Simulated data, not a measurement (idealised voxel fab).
The following process module bears the name voxel quadruple lines.
Square cell edge 5 nm, section width 215 nm, ID cut.
A cross-section is a grid of square cells, given in bands from the top down. A band is one or more rows of cells.
Band: top height; bottom height; in nm. Then, left to right: material with width in nm, for each material. "all across": a single material spanning edge to edge. "empty": empty space.
Convention: height 0 is the level below which the wafer, as received, is all one material. The lowest band does not terminate at the bottom but continues downward, represented as "0 -> down".
A width such as "30..40" changes by the same amount from each row of cells to the next, from the band's top row to its bottom row.
"everything unchanged" means the step left every cell of the cross-section as it was.
"Enclosed cavities" specifies each empty space that is not open to the top and that occupies no fewer than 8 cells, using the form width x height at distance, the distance measured from the left edge and all three quantities in nm.
Formally, on a step line, whatever follows the settings is a remark that the simulator itself makes on the step.
overlay nm: mask right of planned place by this much (step with mask). Neg. = left.

Process steps (planned):
| 1 | op RECEIVE | material Si |
| 2 | op CONFORMAL_DEP | material SiO2 | thk nm 10 |
| 3 | op DIRECTIONAL_DEP | material Ru | thk nm 15 |
| 4 | op DIRECTIONAL_DEP | material polySi | thk nm 20 |
| 5 | op DIRECTIONAL_DEP | material aC | thk nm 25 |
| 6 | op PATTERN | tone cover | mask id MANDREL | material resist | width nm 20 | pitch nm 60 | thk nm 35 | overlay nm 0 |
| 7 | op DIRECTIONAL_ETCH | etch materials aC | depth nm 25 |
| 8 | op STRIP | etch materials resist |
| 9 | op CONFORMAL_DEP | material SiO2 | thk nm 10 |
| 10 | op DIRECTIONAL_ETCH | etch materials SiO2 | depth nm 10 |
| 11 | op STRIP | etch materials aC |
| 12 | op DIRECTIONAL_ETCH | etch materials polySi | depth nm 20 |
| 13 | op STRIP | etch materials SiO2 |
| 14 | op CONFORMAL_DEP | material SiN | thk nm 5 |
| 15 | op DIRECTIONAL_ETCH | etch materials SiN | depth nm 5 |
| 16 | op STRIP | etch materials polySi |
| 17 | op DIRECTIONAL_ETCH | etch materials Ru | depth nm 15 |
| 18 | op STRIP | etch materials SiN |

Step 1 complete: cross-section of the wafer as received:
> 0 -> down  Si all across
> Enclosed cavities: none

Wafer at module end, in section. Began as above, planned as above, run with one mistake:
> 25 -> 10  empty 55 / Ru 5 / empty 5 / Ru 5 / empty 10 / Ru 5 / empty 5 / Ru 5 / empty 20 / Ru 5 / empty 5 / Ru 5 / empty 10 / Ru 5 / empty 5 / Ru 5 / empty 60
> 10 -> 0  SiO2 all across
> 0 -> down  Si all across
> Enclosed cavities: none
What was the processing mistake? heads up, step 9 didn't go per plan, it actually ran as op CONFORMAL_DEP | material SiO2 | thk nm 5
